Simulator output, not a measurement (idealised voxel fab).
process module | voxel tone inversion
Each square cell in cross-section cut measures 5 nm, and the section as a whole is 290 nm wide.
Cross-sections here: square-cell grids, written as top-down lists of bands, a band being one or more rows of cells.
Read a band's entry like this: the first values are the height of its top and the height of its bottom in nm, and what follows is the sequence of materials from left to right, each with its width in nm. Note that "air" is empty space, and that a single material marked "all across" reaches across the band from edge to edge.
It should be noted that heights are counted from 0, beneath which the wafer as supplied is of one material throughout, and that the lowest band possesses no lower boundary but continues downward, as written in "top 0, no bottom".
With a width like "30->40", each row of cells in the band differs from the next by the same amount, the top row carrying the first number and the bottom row the second.
"remained the same" means the step left every cell of the cross-section as it was.
Reported under the label "Enclosed voids" are the empty spaces having no open way to the top and comprising 8 cells or more; the notation for each is width x height at distance, in which the distance is measured from the left edge and all three values are in nm.
Anything after a step's settings on that line? It's the simulator's own note about the step.
Steps that use a mask can have "overlay nm" on their line. It says how far the mask sat to the right of where it was meant to be. Negative means to the left.

-- Planned process steps
1,op RECEIVE | material Si
2,op CONFORMAL_DEP | material SiCN | thk nm 10
3,op DIRECTIONAL_DEP | material aC | thk nm 25
4,op PATTERN | tone cover | mask id POSTS | material resist | width nm 20 | pitch nm 35 | thk nm 30 | overlay nm 0
5,op DIRECTIONAL_ETCH | etch materials aC | depth nm 25
6,op STRIP | etch materials resist
7,op FILL_DEP | material SiO2 | thk nm 10
8,op CMP | height nm 35
9,op STRIP | etch materials aC
10,op CONFORMAL_DEP | material TiN | thk nm 5
11,op FILL_DEP | material Cu | thk nm 5
12,op CMP | height nm 35
13,op CONFORMAL_DEP | material SiN | thk nm 5

-- This is the cross-section of the wafer as we received it, i.e. after step 1
    top 0, no bottom  Si all across
    Enclosed voids: none

-- Cross-sectional result after module completion. Note: starting condition and plan are unchanged from above; one processing mistake was made
    top 40, bottom 35  SiN all across
    top 35, bottom 15  105 nm SiO2; 5 nm TiN; 5 nm Cu; 5 nm TiN; 20 nm SiO2; 5 nm TiN; 5 nm Cu; 5 nm TiN; 20 nm SiO2; 5 nm TiN; 5 nm Cu; 5 nm TiN; 100 nm SiO2
    top 15, bottom 10  105 nm SiO2; 15 nm TiN; 20 nm SiO2; 15 nm TiN; 20 nm SiO2; 15 nm TiN; 100 nm SiO2
    top 10, bottom 0  SiCN all across
    top 0, no bottom  Si all across
    Enclosed voids: none
Plan not followed: heads up, step 4 didn't go per plan, it actually ran as op PATTERN | tone cover | mask id POSTS | material resist | width nm 15 | pitch nm 35 | thk nm 30 | overlay nm 0
